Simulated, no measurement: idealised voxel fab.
This is a process module. Its name is voxel transistor to metal.
For reference, the cross-section in this document is cut, with width 210 nm and square cells of 5 nm.
Format of a cross-section: grid, square cells. Given as bands. Order: top down. Band: one or more rows of cells. Look at the band entry: it leads with the top's height and the bottom's height in nm. Then it lists the materials left to right, with a width in nm for each. The word "full width" on a single material says that material fills the band edge to edge. The word "blank" is empty space. Zero point of the height axis is 0; under it, received wafer = one material. Lowest band: continues down indefinitely, "0 and below". A width such as "30 to 40" changes by the same amount from each row of cells to the next, from the band's top row to its bottom row. It should be understood that the words "all unchanged", when stated for a given step, signify that the cross-section underwent no change in any of its cells during that step. This entry, "Enclosed cavities", enumerates those empty regions of no fewer than 8 cells that possess no open connection to the top. Each region is reported in the form width x height at distance, the distance being taken from the left edge, with all three quantities expressed in nm. Where a step's line continues beyond its settings, the continuation is a remark by the simulator itself on that step. overlay nm: how far to the right of its planned place the mask lay on this masked step (negative: to the left).

**Process steps (planned)**
1. RECEIVE: material Si
2. OXIDIZE: depth nm 5
3. CONFORMAL_DEP: material SiN, thk nm 15
4. DIRECTIONAL_DEP: material aC, thk nm 15
5. PATTERN: tone cover, mask id ACTIVE, material resist, width nm 125, thk nm 30, overlay nm 0
6. DIRECTIONAL_ETCH: etch materials aC, depth nm 15
7. STRIP: etch materials resist
8. DIRECTIONAL_ETCH: etch materials SiN, depth nm 15
9. DIRECTIONAL_ETCH: etch materials SiO2, depth nm 5
10. DIRECTIONAL_ETCH: etch materials Si, depth nm 35
11. STRIP: etch materials aC
12. FILL_DEP: material SiO2, thk nm 15
13. CMP: height nm 15
14. SELECTIVE_ETCH: etch materials SiO2, depth nm 5
15. STRIP: etch materials SiN
16. SELECTIVE_ETCH: etch materials SiO2, depth nm 5
17. OXIDIZE: depth nm 5
18. DIRECTIONAL_DEP: material polySi, thk nm 20
19. DIRECTIONAL_DEP: material SiCN, thk nm 15
20. PATTERN: tone cover, mask id GATE, material resist, width nm 35, thk nm 15, overlay nm -15
21. DIRECTIONAL_ETCH: etch materials SiCN, depth nm 25
22. DIRECTIONAL_ETCH: etch materials polySi, depth nm 30
23. STRIP: etch materials resist
24. CONFORMAL_DEP: material SiN, thk nm 10
25. DIRECTIONAL_ETCH: etch materials SiN, depth nm 10
26. DIRECTIONAL_ETCH: etch materials SiO2, depth nm 5
27. DIRECTIONAL_ETCH: etch materials Si, depth nm 10
28. EPI: material SiGe, thk nm 10
29. FILL_DEP: material SiO2, thk nm 10
30. CMP: height nm 15
31. STRIP: etch materials polySi
32. SELECTIVE_ETCH: etch materials SiO2, depth nm 5
33. CONFORMAL_DEP: material HfO2, thk nm 5
34. CONFORMAL_DEP: material TiN, thk nm 5
35. FILL_DEP: material W, thk nm 10
36. CMP: height nm 10
37. DIRECTIONAL_DEP: material SiO2, thk nm 15
38. PATTERN: tone open, mask id CONTACT, material resist, width nm 15, pitch nm 90, thk nm 20, overlay nm 0
39. DIRECTIONAL_ETCH: etch materials SiO2, depth nm 35
40. STRIP: etch materials resist
41. CONFORMAL_DEP: material TiN, thk nm 5
42. FILL_DEP: material Ru, thk nm 10
43. CMP: height nm 25
44. DIRECTIONAL_DEP: material TiN, thk nm 5
45. DIRECTIONAL_DEP: material W, thk nm 15
46. PATTERN: tone cover, mask id METAL_1, material resist, width nm 15, pitch nm 90, thk nm 15, overlay nm 0
47. DIRECTIONAL_ETCH: etch materials W, depth nm 15
48. DIRECTIONAL_ETCH: etch materials TiN, depth nm 5
49. STRIP: etch materials resist
50. FILL_DEP: material lowk, thk nm 5
51. CMP: height nm 45
52. CONFORMAL_DEP: material SiCN, thk nm 5
53. DIRECTIONAL_DEP: material SiO2, thk nm 30
54. DIRECTIONAL_DEP: material aC, thk nm 15
55. PATTERN: tone open, mask id METAL_2, material resist, width nm 15, pitch nm 90, thk nm 30, overlay nm 0
56. DIRECTIONAL_ETCH: etch materials aC, depth nm 15
57. STRIP: etch materials resist
58. DIRECTIONAL_ETCH: etch materials SiO2, depth nm 15
59. STRIP: etch materials aC
60. PATTERN: tone open, mask id METAL_2_HOLES, material resist, width nm 15, pitch nm 90, thk nm 20, overlay nm 0
61. DIRECTIONAL_ETCH: etch materials SiO2, depth nm 15
62. DIRECTIONAL_ETCH: etch materials SiCN, depth nm 5
63. STRIP: etch materials resist
64. CONFORMAL_DEP: material TiN, thk nm 5
65. FILL_DEP: material Ru, thk nm 10
66. CMP: height nm 80
67. CONFORMAL_DEP: material SiN, thk nm 5
Same starting wafers, different overlay nm at step 20. Plan value belongs to the first wafer.

**As-received state after step 1, first of several wafers, cross-section**
0 and below  Si full width
Enclosed cavities: none

**wafer rows; end of module; cells per material since receipt: (+) gained, (-) lost; then closed voids**
overlay nm -15 | +15 HfO2 | +18 Ru | -210 Si | +36 SiCN | +38 SiGe | +62 SiN | +516 SiO2 | +71 TiN | +24 W | +144 lowk | Enclosed cavities: none
overlay nm -10 | +15 HfO2 | +20 Ru | -210 Si | +36 SiCN | +40 SiGe | +62 SiN | +512 SiO2 | +71 TiN | +24 W | +144 lowk | Enclosed cavities: none
overlay nm -5 | +15 HfO2 | +20 Ru | -210 Si | +36 SiCN | +40 SiGe | +62 SiN | +510 SiO2 | +73 TiN | +24 W | +144 lowk | Enclosed cavities: none
overlay nm 0 | +15 HfO2 | +20 Ru | -210 Si | +36 SiCN | +40 SiGe | +62 SiN | +508 SiO2 | +75 TiN | +24 W | +144 lowk | Enclosed cavities: none
overlay nm 5 | +15 HfO2 | +20 Ru | -210 Si | +36 SiCN | +40 SiGe | +62 SiN | +510 SiO2 | +73 TiN | +24 W | +144 lowk | Enclosed cavities: none
overlay nm 10 | +15 HfO2 | +20 Ru | -210 Si | +36 SiCN | +40 SiGe | +62 SiN | +512 SiO2 | +71 TiN | +24 W | +144 lowk | Enclosed cavities: none
overlay nm 15 | +15 HfO2 | +18 Ru | -210 Si | +36 SiCN | +38 SiGe | +62 SiN | +516 SiO2 | +71 TiN | +24 W | +144 lowk | Enclosed cavities: none
